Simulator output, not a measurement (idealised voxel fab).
The name of this process module is voxel capacitor over wiring.
Pictured: cross-section cut, 240 nm wide, on a grid of 5 nm square cells.
The cross-sections in this document take the form of a grid made of square cells. They are written out as bands, in order from top to bottom. Each band consists of one or more rows of cells.
Each band's line starts with the height of the band's top and of its bottom, in nm. Then come its materials from left to right, each with its width in nm. One material with "full width" fills the band from edge to edge. "empty" is empty space.
Counting heights begins at 0, where everything beneath is, in the wafer as received, one material. The lowest band has no bottom; it goes on downwards, as "0 down" shows.
Note: "30 to 40" means the width goes from the first number (top row of the band) to the second number (bottom row) in equal steps per row of cells.
No cell of the cross-section changed in a step that is given as "nothing got changed".
"Encapsulated voids" - sealed voids, min. 8 cells, no opening to top; format: width x height at distance (distance from left edge; nm throughout).
Note: text after step settings on the step line = simulator remark on that step.
"overlay nm" denotes, for a step that has a mask, the displacement of the mask to the right of its planned place, with negative values corresponding to the left.
Steps planned for the process
step 1: RECEIVE: material Si
step 2: CONFORMAL_DEP: material SiO2, thk nm 15
step 3: DIRECTIONAL_DEP: material TiN, thk nm 5
step 4: DIRECTIONAL_DEP: material Ru, thk nm 25
step 5: DIRECTIONAL_DEP: material aC, thk nm 15
step 6: PATTERN: tone cover, mask id METAL_1, material resist, width nm 20, pitch nm 75, thk nm 35, overlay nm 0
step 7: DIRECTIONAL_ETCH: etch materials aC, depth nm 15
step 8: STRIP: etch materials resist
step 9: DIRECTIONAL_ETCH: etch materials Ru, depth nm 25
step 10: DIRECTIONAL_ETCH: etch materials TiN, depth nm 5
step 11: STRIP: etch materials aC
step 12: CONFORMAL_DEP: material SiCN, thk nm 5
step 13: FILL_DEP: material lowk, thk nm 5
step 14: CMP: height nm 45
step 15: CONFORMAL_DEP: material SiCN, thk nm 5
step 16: DIRECTIONAL_DEP: material SiO2, thk nm 15
step 17: PATTERN: tone open, mask id PLUG_1, material resist, width nm 15, thk nm 20, overlay nm 0
step 18: DIRECTIONAL_ETCH: etch materials SiO2, depth nm 15
step 19: DIRECTIONAL_ETCH: etch materials SiCN, depth nm 5
step 20: STRIP: etch materials resist
step 21: CONFORMAL_DEP: material TiN, thk nm 5
step 22: FILL_DEP: material Ru, thk nm 5
step 23: CMP: height nm 65
step 24: DIRECTIONAL_DEP: material TiN, thk nm 10
step 25: DIRECTIONAL_DEP: material HfO2, thk nm 5
step 26: DIRECTIONAL_DEP: material TiN, thk nm 5
step 27: MASKED_ETCH: tone cover, mask id UPPER_PLATE, width nm 60, etch materials TiN, depth nm 5, overlay nm 0
step 28: MASKED_ETCH: tone cover, mask id UPPER_PLATE, width nm 60, etch materials HfO2, depth nm 5, overlay nm 0
step 29: PATTERN: tone cover, mask id LOWER_PLATE, material resist, width nm 70, thk nm 15, overlay nm 0
step 30: DIRECTIONAL_ETCH: etch materials TiN, depth nm 10
step 31: STRIP: etch materials resist
step 32: FILL_DEP: material SiO2, thk nm 20
step 33: CMP: height nm 100
step 34: DIRECTIONAL_DEP: material aC, thk nm 10
step 35: PATTERN: tone open, mask id PLUG_2, material resist, width nm 15, thk nm 30, overlay nm 0
step 36: DIRECTIONAL_ETCH: etch materials aC, depth nm 10
step 37: STRIP: etch materials resist
step 38: DIRECTIONAL_ETCH: etch materials SiO2, depth nm 15
step 39: STRIP: etch materials aC
step 40: CONFORMAL_DEP: material TiN, thk nm 5
step 41: FILL_DEP: material W, thk nm 5
step 42: CMP: height nm 100
step 43: CONFORMAL_DEP: material SiCN, thk nm 5
Here's what the wafer looked like in cross-section when it arrived - that's after step 1
> 0 down = Si full width
> Encapsulated voids: none
As-planned run: cross-section of the first of two wafers at end of module
> 105 to 100 = SiCN full width
> 100 to 90 = SiO2 85 nm, TiN 5 nm, W 5 nm, TiN 5 nm, SiO2 140 nm
> 90 to 80 = SiO2 85 to 75 nm, TiN 15 to 60 nm, SiO2 140 to 105 nm
> 80 to 75 = SiO2 75 nm, HfO2 60 nm, SiO2 105 nm
> 75 to 65 = SiO2 70 nm, TiN 70 nm, SiO2 100 nm
> 65 to 50 = SiO2 75 nm, TiN 5 nm, Ru 5 nm, TiN 5 nm, SiO2 150 nm
> 50 to 45 = SiCN 75 nm, TiN 15 nm, SiCN 150 nm
> 45 to 20 = lowk 65 nm, SiCN 5 nm, Ru 20 nm, SiCN 5 nm, lowk 45 nm, SiCN 5 nm, Ru 20 nm, SiCN 5 nm, lowk 70 nm
> 20 to 15 = SiCN 70 nm, TiN 20 nm, SiCN 55 nm, TiN 20 nm, SiCN 75 nm
> 15 to 0 = SiO2 full width
> 0 down = Si full width
> Encapsulated voids: none
Cross-section at end of module for the second wafer of two, which matched the first in starting point and plan and differed by one mistake in its processing
> 105 to 100 = SiCN full width
> 100 to 90 = SiO2 85 nm, TiN 5 nm, W 5 nm, TiN 5 nm, SiO2 140 nm
> 90 to 80 = SiO2 85 to 75 nm, TiN 15 to 60 nm, SiO2 140 to 105 nm
> 80 to 75 = SiO2 75 nm, HfO2 60 nm, SiO2 105 nm
> 75 to 65 = SiO2 70 nm, TiN 70 nm, SiO2 100 nm
> 65 to 50 = SiO2 75 nm, TiN 5 nm, Ru 5 nm, TiN 5 nm, SiO2 150 nm
> 50 to 45 = SiCN 75 nm, TiN 15 nm, SiCN 150 nm
> 45 to 20 = lowk 60 nm, SiCN 5 nm, Ru 20 nm, SiCN 5 nm, lowk 45 nm, SiCN 5 nm, Ru 20 nm, SiCN 5 nm, lowk 75 nm
> 20 to 15 = SiCN 65 nm, TiN 20 nm, SiCN 55 nm, TiN 20 nm, SiCN 80 nm
> 15 to 0 = SiO2 full width
> 0 down = Si full width
> Encapsulated voids: none
Which mistake was made when the wafer was run? step 6 did not happen as planned, as run it was PATTERN: tone cover, mask id METAL_1, material resist, width nm 20, pitch nm 75, thk nm 35, overlay nm -5
At the end, the second wafer has the same number of cells of each material as the first, but those cells sit in other places.
